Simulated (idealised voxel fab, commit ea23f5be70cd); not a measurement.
process module | voxel air gaps
cross-section cut | 240 nm wide | cells 5 nm
A cross-section is a grid of square cells, given in bands from the top down. A band is one or more rows of cells.
Each band's line starts with the height of the band's top and of its bottom, in nm. Then come its materials from left to right, each with its width in nm. One material with "throughout" fills the band from edge to edge. "air" is empty space.
Height 0 is the level under which the wafer as received is all one material. The lowest band goes on downwards, as in "0 down".
A width such as "30 to 40" changes by the same amount from each row of cells to the next, from the band's top row to its bottom row.
"no change" after a step means that no cell of the cross-section changed.
closed voids: empty space of 8 cells or more with no open way to the top, each as width x height at its distance from the left edge, in nm
after a step's settings: what the simulator itself notes on the step
overlay nm, on a step with a mask: how far to the right of its planned place the mask lay; to the left if negative
plan
1 op RECEIVE | material Si
2 op CONFORMAL_DEP | material SiO2 | thk nm 10
3 op CONFORMAL_DEP | material SiCN | thk nm 5
4 op DIRECTIONAL_DEP | material SiO2 | thk nm 40
5 op MASKED_ETCH | tone open | mask id LINES | width nm 15 | pitch nm 45 | etch materials SiO2 | depth nm 40 | overlay nm 0
6 op CONFORMAL_DEP | material TiN | thk nm 5
7 op FILL_DEP | material Cu | thk nm 10
8 op CMP | height nm 55
9 op EPI | material Ru | thk nm 10
10 op SELECTIVE_ETCH | etch materials SiO2 | depth nm 50
11 op CONFORMAL_DEP | material SiCN | thk nm 5
as received, after step 1
  0 down: Si throughout
  closed voids: none
a wafer at the end: this start, this plan, one mistake
  85 to 80: SiCN throughout
  80 to 70: Ru throughout
  70 to 60: Cu throughout
  60 to 55: TiN 50 | Cu 5 | TiN 40 | Cu 5 | TiN 40 | Cu 5 | TiN 40 | Cu 5 | TiN 50
  55 to 20: SiO2 45 | TiN 5 | Cu 5 | TiN 5 | SiO2 30 | TiN 5 | Cu 5 | TiN 5 | SiO2 30 | TiN 5 | Cu 5 | TiN 5 | SiO2 30 | TiN 5 | Cu 5 | TiN 5 | SiO2 45
  20 to 15: SiO2 45 | TiN 15 | SiO2 30 | TiN 15 | SiO2 30 | TiN 15 | SiO2 30 | TiN 15 | SiO2 45
  15 to 10: SiCN throughout
  10 to 0: SiO2 throughout
  0 down: Si throughout
  closed voids: none
what went wrong: step 8 was left out
